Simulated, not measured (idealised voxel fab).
You're looking at the process module voxel ribs on slabs.
The cross-section shown here is cut; it is 150 nm wide and divided into square cells measuring 5 nm on a side.
Cross-section layout: square cells on a grid; listed as bands, top to bottom; a band spans one or more cell rows.
Within each band entry, the heights of the top and of the bottom of the band appear first, in that order and in nm; the materials of the band then follow from left to right, each with its corresponding width in nm. The designation "edge to edge" on a single material indicates that it fills the band from edge to edge; the designation "air" indicates empty space.
A quick word on heights: they are counted from 0, and under that level the wafer as it came to us is one material throughout. The lowest band is different from the rest in having no bottom; it simply continues downward, written as in "0..down".
The width entry "30->40" should be interpreted row by row: the top row of cells in the band takes the first number, the bottom row takes the second number, and the change between adjacent rows is uniform throughout.
Reading "remained unchanged" for a step: not a cell of the cross-section changed in it.
Look at "Sealed cavities" for the closed voids: empty spaces with no open path to the top, sized 8 cells or up. Each is width x height at distance, distance from the left edge, all nm.
On a step's line, text after the settings is the simulator commenting on that step.
Regarding "overlay nm": on a step with a mask, it is the distance the mask lay to the right of its planned place; a negative value places it to the left.
[The steps planned for the process are as follows]
| 1 | RECEIVE (material Si) |
| 2 | DIRECTIONAL_DEP (material SiO2; thk nm 20) |
| 3 | DIRECTIONAL_DEP (material SiN; thk nm 25) |
| 4 | MASKED_ETCH (tone cover; mask id RIB; width nm 25; etch materials SiN; depth nm 15; overlay nm 0) |
| 5 | MASKED_ETCH (tone cover; mask id SLAB; width nm 75; etch materials SiN; depth nm 10; overlay nm 0) |
| 6 | FILL_DEP (material SiO2; thk nm 15) |
| 7 | CMP (height nm 55) |
| 8 | DIRECTIONAL_DEP (material W; thk nm 10) |
| 9 | DIRECTIONAL_DEP (material aC; thk nm 15) |
| 10 | PATTERN (tone cover; mask id HEATER; material resist; width nm 35; thk nm 30; overlay nm 0) |
| 11 | DIRECTIONAL_ETCH (etch materials aC; depth nm 15) |
| 12 | STRIP (etch materials resist) |
| 13 | DIRECTIONAL_ETCH (etch materials W; depth nm 10) |
| 14 | STRIP (etch materials aC) |
| 15 | CONFORMAL_DEP (material SiO2; thk nm 5) |
[Received-state cross-section, reflecting completion of step 1]
  0..down: Si edge to edge
  Sealed cavities: none
[Post-module cross-section: identical start and plan to those above, one misstep in execution]
  65..55: 55 air; 35 W; 60 air
  55..45: SiO2 edge to edge
  45..30: 60 SiO2; 25 SiN; 65 SiO2
  30..20: 35 SiO2; 75 SiN; 40 SiO2
  20..0: SiO2 edge to edge
  0..down: Si edge to edge
  Sealed cavities: none
Deviation noted in wafer processing: step 15 in the plan did not get run; it was skipped
